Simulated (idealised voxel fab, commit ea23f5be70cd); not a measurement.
Proc. module: voxel self aligned contacts
We display cut, a cross-section 250 nm in width whose square cells are each 5 nm.
Just so we're on the same page, the cross-sections are grids of square cells, and they're listed out in bands top to bottom, each band one or more rows deep.
Read a band's entry like this: the first values are the height of its top and the height of its bottom in nm, and what follows is the sequence of materials from left to right, each with its width in nm. Note that "empty" is empty space, and that a single material marked "all across" reaches across the band from edge to edge.
It should be noted that heights are counted from 0, beneath which the wafer as supplied is of one material throughout, and that the lowest band possesses no lower boundary but continues downward, as written in "0 -> down".
You'd read "30->40" like this: the band's top row of cells is as wide as the first number, its bottom row is as wide as the second, and going down, every row changes width by the same amount as the row before did.
"same as before" after a step means that no cell of the cross-section changed.
Reported under the label "Voids, fully enclosed" are the empty spaces having no open way to the top and comprising 8 cells or more; the notation for each is width x height at distance, in which the distance is measured from the left edge and all three values are in nm.
after a step's settings: what the simulator itself notes on the step
overlay nm: for a step with a mask, the amount by which the mask lay right of where it was planned; a negative amount means left of it.

[So here's the lineup of process steps we planned]
1) RECEIVE: material Si
2) OXIDIZE: depth nm 5
3) DIRECTIONAL_DEP: material polySi, thk nm 25
4) DIRECTIONAL_DEP: material SiN, thk nm 15
5) PATTERN: tone cover, mask id GATE, material resist, width nm 35, pitch nm 60, thk nm 20, overlay nm 0
6) DIRECTIONAL_ETCH: etch materials SiN, depth nm 15
7) DIRECTIONAL_ETCH: etch materials polySi, depth nm 25
8) STRIP: etch materials resist
9) CONFORMAL_DEP: material SiN, thk nm 5
10) DIRECTIONAL_ETCH: etch materials SiN, depth nm 5
11) FILL_DEP: material SiO2, thk nm 20
12) CMP: height nm 50
13) DIRECTIONAL_DEP: material aC, thk nm 10
14) PATTERN: tone open, mask id CONTACT, material resist, width nm 45, thk nm 30, overlay nm 0
15) DIRECTIONAL_ETCH: etch materials aC, depth nm 10
16) STRIP: etch materials resist
17) DIRECTIONAL_ETCH: etch materials SiO2, depth nm 55
18) STRIP: etch materials aC
19) CONFORMAL_DEP: material TiN, thk nm 5
20) FILL_DEP: material W, thk nm 5
21) CMP: height nm 50
22) CONFORMAL_DEP: material SiN, thk nm 5

[The first of the two wafers, which ran as planned]

[Incoming wafer, cross-sectional view, post step 1]
	0 -> down  Si all across
	Voids, fully enclosed: none

[Cross-section of the wafer after step 2]
	0 -> -5  SiO2 all across
	Nothing below the height -5 has changed.

[Cross-section of the wafer after step 3]
	25 -> 0  polySi all across
	Nothing below the height 0 has changed.

[Cross-section of the wafer after step 4]
	40 -> 25  SiN all across
	Nothing below the height 25 has changed.

[Cross-section of the wafer after step 5]
	60 -> 40  75 of empty; 35 of resist; 25 of empty; 35 of resist; 80 of empty
	Nothing below the height 40 has changed.

[Cross-section of the wafer after step 6]
	60 -> 40  75 of empty; 35 of resist; 25 of empty; 35 of resist; 80 of empty
	40 -> 25  75 of empty; 35 of SiN; 25 of empty; 35 of SiN; 80 of empty
	Nothing below the height 25 has changed.

[Cross-section of the wafer after step 7]
	60 -> 40  75 of empty; 35 of resist; 25 of empty; 35 of resist; 80 of empty
	40 -> 25  75 of empty; 35 of SiN; 25 of empty; 35 of SiN; 80 of empty
	25 -> 0  75 of empty; 35 of polySi; 25 of empty; 35 of polySi; 80 of empty
	Nothing below the height 0 has changed.

[Cross-section of the wafer after step 8]
	40 -> 25  75 of empty; 35 of SiN; 25 of empty; 35 of SiN; 80 of empty
	Nothing below the height 25 has changed.

[Cross-section of the wafer after step 9]
	45 -> 25  70 of empty; 45 of SiN; 15 of empty; 45 of SiN; 75 of empty
	25 -> 5  70 of empty; 5 of SiN; 35 of polySi; 5 of SiN; 15 of empty; 5 of SiN; 35 of polySi; 5 of SiN; 75 of empty
	5 -> 0  75 of SiN; 35 of polySi; 25 of SiN; 35 of polySi; 80 of SiN
	Nothing below the height 0 has changed.

[Cross-section of the wafer after step 10]
	40 -> 25  70 of empty; 45 of SiN; 15 of empty; 45 of SiN; 75 of empty
	25 -> 0  70 of empty; 5 of SiN; 35 of polySi; 5 of SiN; 15 of empty; 5 of SiN; 35 of polySi; 5 of SiN; 75 of empty
	Nothing below the height 0 has changed.

[Cross-section of the wafer after step 11]
	60 -> 40  SiO2 all across
	40 -> 25  70 of SiO2; 45 of SiN; 15 of SiO2; 45 of SiN; 75 of SiO2
	25 -> 0  70 of SiO2; 5 of SiN; 35 of polySi; 5 of SiN; 15 of SiO2; 5 of SiN; 35 of polySi; 5 of SiN; 75 of SiO2
	Nothing below the height 0 has changed.

[Cross-section of the wafer after step 12]
	50 -> 40  SiO2 all across
	Nothing below the height 40 has changed.

[Cross-section of the wafer after step 13]
	60 -> 50  aC all across
	Nothing below the height 50 has changed.

[Cross-section of the wafer after step 14]
	90 -> 60  100 of resist; 45 of empty; 105 of resist
	Nothing below the height 60 has changed.

[Cross-section of the wafer after step 15]
	80 -> 60  100 of resist; 45 of empty; 105 of resist
	60 -> 50  100 of aC; 45 of empty; 105 of aC
	Nothing below the height 50 has changed.

[Cross-section of the wafer after step 16]
	60 -> 50  100 of aC; 45 of empty; 105 of aC
	Nothing below the height 50 has changed.

[Cross-section of the wafer after step 17]
	60 -> 50  100 of aC; 45 of empty; 105 of aC
	50 -> 40  100 of SiO2; 45 of empty; 105 of SiO2
	40 -> 25  70 of SiO2; 45 of SiN; 15 of empty; 45 of SiN; 75 of SiO2
	25 -> 0  70 of SiO2; 5 of SiN; 35 of polySi; 5 of SiN; 15 of empty; 5 of SiN; 35 of polySi; 5 of SiN; 75 of SiO2
	0 -> -5  115 of SiO2; 15 of empty; 120 of SiO2
	Nothing below the height -5 has changed.

[Cross-section of the wafer after step 18]
	50 -> 40  100 of SiO2; 45 of empty; 105 of SiO2
	Nothing below the height 40 has changed.

[Cross-section of the wafer after step 19]
	55 -> 50  105 of TiN; 35 of empty; 110 of TiN
	50 -> 40  100 of SiO2; 5->20 of TiN; 35->5 of empty; 5->20 of TiN; 105 of SiO2
	40 -> 25  70 of SiO2; 45 of SiN; 5 of TiN; 5 of empty; 5 of TiN; 45 of SiN; 75 of SiO2
	25 -> 0  70 of SiO2; 5 of SiN; 35 of polySi; 5 of SiN; 5 of TiN; 5 of empty; 5 of TiN; 5 of SiN; 35 of polySi; 5 of SiN; 75 of SiO2
	0 -> -5  115 of SiO2; 15 of TiN; 120 of SiO2
	Nothing below the height -5 has changed.

[Cross-section of the wafer after step 20]
	60 -> 55  W all across
	55 -> 50  105 of TiN; 35 of W; 110 of TiN
	50 -> 40  100 of SiO2; 5->20 of TiN; 35->5 of W; 5->20 of TiN; 105 of SiO2
	40 -> 25  70 of SiO2; 45 of SiN; 5 of TiN; 5 of W; 5 of TiN; 45 of SiN; 75 of SiO2
	25 -> 0  70 of SiO2; 5 of SiN; 35 of polySi; 5 of SiN; 5 of TiN; 5 of W; 5 of TiN; 5 of SiN; 35 of polySi; 5 of SiN; 75 of SiO2
	Nothing below the height 0 has changed.

[Cross-section of the wafer after step 21]
	50 -> 40  100 of SiO2; 5->20 of TiN; 35->5 of W; 5->20 of TiN; 105 of SiO2
	Nothing below the height 40 has changed.

[Cross-section of the wafer after step 22]
	55 -> 50  SiN all across
	Nothing below the height 50 has changed.

[Regarding the second of the two wafers: it shared the first wafer's starting condition and process plan, yet one error occurred during its execution. Its history coincides with that of the first wafer up to and including step 8]

[Cross-section of the second wafer at the time step 9 of the plan should have ended]
	35 -> 25  75 of empty; 35 of SiN; 25 of empty; 35 of SiN; 80 of empty
	Nothing below the height 25 has changed.

[Cross-section of the second wafer at the time step 10 of the plan should have ended]
	40 -> 25  70 of empty; 45 of SiN; 15 of empty; 45 of SiN; 75 of empty
	25 -> 5  70 of empty; 5 of SiN; 35 of polySi; 5 of SiN; 15 of empty; 5 of SiN; 35 of polySi; 5 of SiN; 75 of empty
	5 -> 0  75 of SiN; 35 of polySi; 25 of SiN; 35 of polySi; 80 of SiN
	Nothing below the height 0 has changed.

[Cross-section of the second wafer at the time step 11 of the plan should have ended]
	60 -> 40  SiO2 all across
	40 -> 25  70 of SiO2; 45 of SiN; 15 of SiO2; 45 of SiN; 75 of SiO2
	25 -> 5  70 of SiO2; 5 of SiN; 35 of polySi; 5 of SiN; 15 of SiO2; 5 of SiN; 35 of polySi; 5 of SiN; 75 of SiO2
	Nothing below the height 5 has changed.

[Cross-section of the second wafer at the time step 12 of the plan should have ended]
	50 -> 40  SiO2 all across
	Nothing below the height 40 has changed.

[Cross-section of the second wafer at the time step 13 of the plan should have ended]
	60 -> 50  aC all across
	Nothing below the height 50 has changed.

[Cross-section of the second wafer at the time step 14 of the plan should have ended]
	90 -> 60  100 of resist; 45 of empty; 105 of resist
	Nothing below the height 60 has changed.

[Cross-section of the second wafer at the time step 15 of the plan should have ended]
	80 -> 60  100 of resist; 45 of empty; 105 of resist
	60 -> 50  100 of aC; 45 of empty; 105 of aC
	Nothing below the height 50 has changed.

[Cross-section of the second wafer at the time step 16 of the plan should have ended]
	60 -> 50  100 of aC; 45 of empty; 105 of aC
	Nothing below the height 50 has changed.

[Cross-section of the second wafer at the time step 17 of the plan should have ended]
	60 -> 50  100 of aC; 45 of empty; 105 of aC
	50 -> 40  100 of SiO2; 45 of empty; 105 of SiO2
	40 -> 25  70 of SiO2; 45 of SiN; 15 of empty; 45 of SiN; 75 of SiO2
	25 -> 5  70 of SiO2; 5 of SiN; 35 of polySi; 5 of SiN; 15 of empty; 5 of SiN; 35 of polySi; 5 of SiN; 75 of SiO2
	Nothing below the height 5 has changed.

[Cross-section of the second wafer at the time step 18 of the plan should have ended]
	50 -> 40  100 of SiO2; 45 of empty; 105 of SiO2
	Nothing below the height 40 has changed.

[Cross-section of the second wafer at the time step 19 of the plan should have ended]
	55 -> 50  105 of TiN; 35 of empty; 110 of TiN
	50 -> 40  100 of SiO2; 5->20 of TiN; 35->5 of empty; 5->20 of TiN; 105 of SiO2
	40 -> 25  70 of SiO2; 45 of SiN; 5 of TiN; 5 of empty; 5 of TiN; 45 of SiN; 75 of SiO2
	25 -> 10  70 of SiO2; 5 of SiN; 35 of polySi; 5 of SiN; 5 of TiN; 5 of empty; 5 of TiN; 5 of SiN; 35 of polySi; 5 of SiN; 75 of SiO2
	10 -> 5  70 of SiO2; 5 of SiN; 35 of polySi; 5 of SiN; 15 of TiN; 5 of SiN; 35 of polySi; 5 of SiN; 75 of SiO2
	Nothing below the height 5 has changed.

[Cross-section of the second wafer at the time step 20 of the plan should have ended]
	60 -> 55  W all across
	55 -> 50  105 of TiN; 35 of W; 110 of TiN
	50 -> 40  100 of SiO2; 5->20 of TiN; 35->5 of W; 5->20 of TiN; 105 of SiO2
	40 -> 25  70 of SiO2; 45 of SiN; 5 of TiN; 5 of W; 5 of TiN; 45 of SiN; 75 of SiO2
	25 -> 10  70 of SiO2; 5 of SiN; 35 of polySi; 5 of SiN; 5 of TiN; 5 of W; 5 of TiN; 5 of SiN; 35 of polySi; 5 of SiN; 75 of SiO2
	Nothing below the height 10 has changed.

[Cross-section of the second wafer at the time step 21 of the plan should have ended]
	50 -> 40  100 of SiO2; 5->20 of TiN; 35->5 of W; 5->20 of TiN; 105 of SiO2
	Nothing below the height 40 has changed.

[Cross-section of the second wafer at the time step 22 of the plan should have ended]
	55 -> 50  SiN all across
	Nothing below the height 50 has changed.
Processing error: steps 9 and 10 swapped
Wrapping up, a cell-based count of both wafers puts the second over or under the first for these materials: SiN: 32 more, SiO2: 26 fewer, TiN: 4 fewer, W: 2 fewer
